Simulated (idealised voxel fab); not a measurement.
Process module name: voxel gate over fins
Square cell edge 5 nm, section width 300 nm, ID cut.
If you're reading a cross-section in this doc, picture square cells in a grid; it comes to you as bands, top ones listed first down to the bottom, and a band can be one or more rows of cells.
Within each band entry, the heights of the top and of the bottom of the band appear first, in that order and in nm; the materials of the band then follow from left to right, each with its corresponding width in nm. The designation "all across" on a single material indicates that it fills the band from edge to edge; the designation "blank" indicates empty space.
Note: height 0 marks the level under which the wafer is uniformly one material as received. Lowest band unbounded below, written "0 nm and below".
Note: "30 to 40" means the width goes from the first number (top row of the band) to the second number (bottom row) in equal steps per row of cells.
The designation "nothing altered", where it is given for a processing step, indicates that no cell of the cross-section was altered in the course of that step.
Listed in "Closed voids list": every empty space of 8 or more cells without an open way to the top. Form: width x height at distance, the distance being from the left edge, all in nm.
The remark found on a step's line after its settings is issued by the simulator itself and pertains to that step.
The setting "overlay nm" may be written on the line of a step. When the step uses a mask, the value reports how far to the right of the planned place the mask lay, and a negative value reports that it lay to the left.
**The planned process steps are enumerated hereunder**
| 1 | op RECEIVE | material Si |
| 2 | op CONFORMAL_DEP | material SiN | thk nm 5 |
| 3 | op DIRECTIONAL_DEP | material aC | thk nm 10 |
| 4 | op PATTERN | tone cover | mask id FINS | material resist | width nm 15 | pitch nm 50 | thk nm 25 | overlay nm 0 |
| 5 | op DIRECTIONAL_ETCH | etch materials aC | depth nm 10 |
| 6 | op STRIP | etch materials resist |
| 7 | op DIRECTIONAL_ETCH | etch materials SiN | depth nm 5 |
| 8 | op DIRECTIONAL_ETCH | etch materials Si | depth nm 40 |
| 9 | op STRIP | etch materials aC |
| 10 | op OXIDIZE | depth nm 5 |
| 11 | op FILL_DEP | material SiO2 | thk nm 15 |
| 12 | op CMP | height nm 0 |
| 13 | op PATTERN | tone open | mask id RAIL | material resist | width nm 15 | thk nm 20 | overlay nm 0 |
| 14 | op DIRECTIONAL_ETCH | etch materials SiO2 | depth nm 40 |
| 15 | op STRIP | etch materials resist |
| 16 | op CONFORMAL_DEP | material TiN | thk nm 5 |
| 17 | op FILL_DEP | material W | thk nm 5 |
| 18 | op CMP | height nm 5 |
| 19 | op SELECTIVE_ETCH | etch materials W Ru TiN | depth nm 30 |
| 20 | op FILL_DEP | material SiO2 | thk nm 5 |
| 21 | op CMP | height nm 5 |
| 22 | op SELECTIVE_ETCH | etch materials SiO2 | depth nm 20 |
| 23 | op STRIP | etch materials SiN |
| 24 | op CONFORMAL_DEP | material HfO2 | thk nm 5 |
| 25 | op CONFORMAL_DEP | material TiN | thk nm 5 |
| 26 | op CONFORMAL_DEP | material TiAl | thk nm 5 |
| 27 | op CONFORMAL_DEP | material TiN | thk nm 5 |
| 28 | op FILL_DEP | material W | thk nm 10 |
| 29 | op CMP | height nm 25 |
| 30 | op CONFORMAL_DEP | material SiCN | thk nm 5 |
For clarity, it should be stated that the wafers under discussion commence in an identical condition and differ with respect to the height nm of step 12, the plan indicating the value that the first wafer had.
**As-received cross-section, first of several wafers, post step 1**
- 0 nm and below: Si all across
- Closed voids list: none
**Below is a per-wafer table. In it, each row describes the wafer at the end of the module by giving, for each material, the number of cells gained (+) or lost (-) since the wafer was received, and after that the closed voids of the wafer**
height nm 0, +78 HfO2, -513 Si, +60 SiCN, +333 SiO2, +78 TiAl, +163 TiN, +161 W, Closed voids list: none
height nm 5, +78 HfO2, -513 Si, +60 SiCN, +336 SiO2, +78 TiAl, +161 TiN, +160 W, Closed voids list: none
height nm 10, +78 HfO2, -513 Si, +60 SiCN, +339 SiO2, +78 TiAl, +159 TiN, +159 W, Closed voids list: none
height nm 15, +78 HfO2, -513 Si, +60 SiCN, +342 SiO2, +78 TiAl, +156 TiN, +159 W, Closed voids list: none
height nm 20, +78 HfO2, -513 Si, +60 SiCN, +342 SiO2, +78 TiAl, +156 TiN, +159 W, Closed voids list: none
